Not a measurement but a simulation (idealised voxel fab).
Process module, titled voxel ribs on slabs
In the cross-section labelled cut, the width is 225 nm and each square cell is 5 nm.
A cross-section is a grid of square cells, given in bands from the top down. A band is one or more rows of cells.
What a band's entry tells you: where the top is and where the bottom is, as heights in nm, and after that what lies inside, material by material from left to right, each with its width in nm. Empty space is written as the word "air", and a single material marked with the word "everywhere" occupies the band from edge to edge.
Beneath 0, the wafer as received is one material, and that level is where height counting begins. The lowest band goes on downward without a bottom; it is written like "0 down".
With a width like "30 to 40", each row of cells in the band differs from the next by the same amount, the top row carrying the first number and the bottom row the second.
Step note "same as before" = no cross-section cell changed.
"Enclosed cavity list": sealed empty spaces, 8 cells or more, no open way to top, listed width x height at distance, with distance from the left edge and width, height and distance in nm.
Anything after a step's settings on that line? It's the simulator's own note about the step.
Among the settings permitted on a step's line is "overlay nm"; applied to a step with a mask, it specifies the extent to which the mask lay to the right of its planned position, whereas a negative figure signifies a position to the left.

### Planned process steps
1,RECEIVE with material Si
2,DIRECTIONAL_DEP with material SiO2, thk nm 20
3,DIRECTIONAL_DEP with material SiN, thk nm 25
4,PATTERN with tone cover, mask id RIB, material resist, width nm 15, thk nm 15, overlay nm 0
5,DIRECTIONAL_ETCH with etch materials SiN, depth nm 15
6,STRIP with etch materials resist
7,MASKED_ETCH with tone cover, mask id SLAB, width nm 65, etch materials SiN, depth nm 10, overlay nm 0
8,FILL_DEP with material SiO2, thk nm 25
9,CMP with height nm 65
10,DIRECTIONAL_DEP with material TiN, thk nm 10
11,MASKED_ETCH with tone cover, mask id HEATER, width nm 25, etch materials TiN, depth nm 10, overlay nm 0
12,CONFORMAL_DEP with material SiN, thk nm 10

### Here's what the wafer looked like in cross-section when it arrived - that's after step 1
  0 down: Si everywhere
  Enclosed cavity list: none

### End state of the module in cross-section, given the above starting point and plan and one mistake in execution
  85 to 65: SiN everywhere
  65 to 45: SiO2 everywhere
  45 to 30: 105 SiO2, 15 SiN, 105 SiO2
  30 to 20: 80 SiO2, 65 SiN, 80 SiO2
  20 to 0: SiO2 everywhere
  0 down: Si everywhere
  Enclosed cavity list: none
What was done differently from what was planned? step 10 ran differently from the plan; actual operation with settings: DIRECTIONAL_DEP with material SiN, thk nm 10
